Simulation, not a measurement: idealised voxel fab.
The document below concerns the process module designated voxel tone inversion.
This is section cut - it's 160 nm across, gridded in 5 nm square cells.
Just so we're on the same page, the cross-sections are grids of square cells, and they're listed out in bands top to bottom, each band one or more rows deep.
Read a band's entry like this: the first values are the height of its top and the height of its bottom in nm, and what follows is the sequence of materials from left to right, each with its width in nm. Note that "empty" is empty space, and that a single material marked "all across" reaches across the band from edge to edge.
The level at which height equals 0 is the one under which the wafer, as it arrives, is entirely one material. No lower edge exists for the bottom band, which continues downward and is notated as in "0 down".
A width such as "30..40" changes by the same amount from each row of cells to the next, from the band's top row to its bottom row.
It should be understood that the words "all unchanged", when stated for a given step, signify that the cross-section underwent no change in any of its cells during that step.
"Enclosed cavities" means: voids of 8 cells or more that are shut off from the top with no open way through. Written width x height at distance, distance from the left edge, in nm.
Heads up: the bit after the settings on a step's line is the simulator's remark on that step.
Among the settings permitted on a step's line is "overlay nm"; applied to a step with a mask, it specifies the extent to which the mask lay to the right of its planned position, whereas a negative figure signifies a position to the left.
Listed below are the process steps as planned
1 RECEIVE [material Si]
2 CONFORMAL_DEP [material SiN] [thk nm 10]
3 DIRECTIONAL_DEP [material aC] [thk nm 15]
4 PATTERN [tone cover] [mask id POSTS] [material resist] [width nm 15] [pitch nm 40] [thk nm 20] [overlay nm -15]
5 DIRECTIONAL_ETCH [etch materials aC] [depth nm 15]
6 STRIP [etch materials resist]
7 FILL_DEP [material SiO2] [thk nm 5]
8 CMP [height nm 25]
9 STRIP [etch materials aC]
The wafers are alike at the start. At step 4, their overlay nm differs. The plan lists the first wafer's value.
The first of several wafers, as received after step 1, seen in section
    0 down = Si all across
    Enclosed cavities: none
Take any row and you have a wafer at the end of the module: how many cells of each material it has gained (+) or lost (-) since it was received, and then its closed voids
overlay nm -15; +64 SiN; +69 SiO2; Enclosed cavities: none
overlay nm -10; +64 SiN; +69 SiO2; Enclosed cavities: none
overlay nm -5; +64 SiN; +69 SiO2; Enclosed cavities: none
overlay nm 0; +64 SiN; +69 SiO2; Enclosed cavities: none
overlay nm 5; +64 SiN; +69 SiO2; Enclosed cavities: none
overlay nm 10; +64 SiN; +69 SiO2; Enclosed cavities: none
overlay nm 15; +64 SiN; +69 SiO2; Enclosed cavities: none
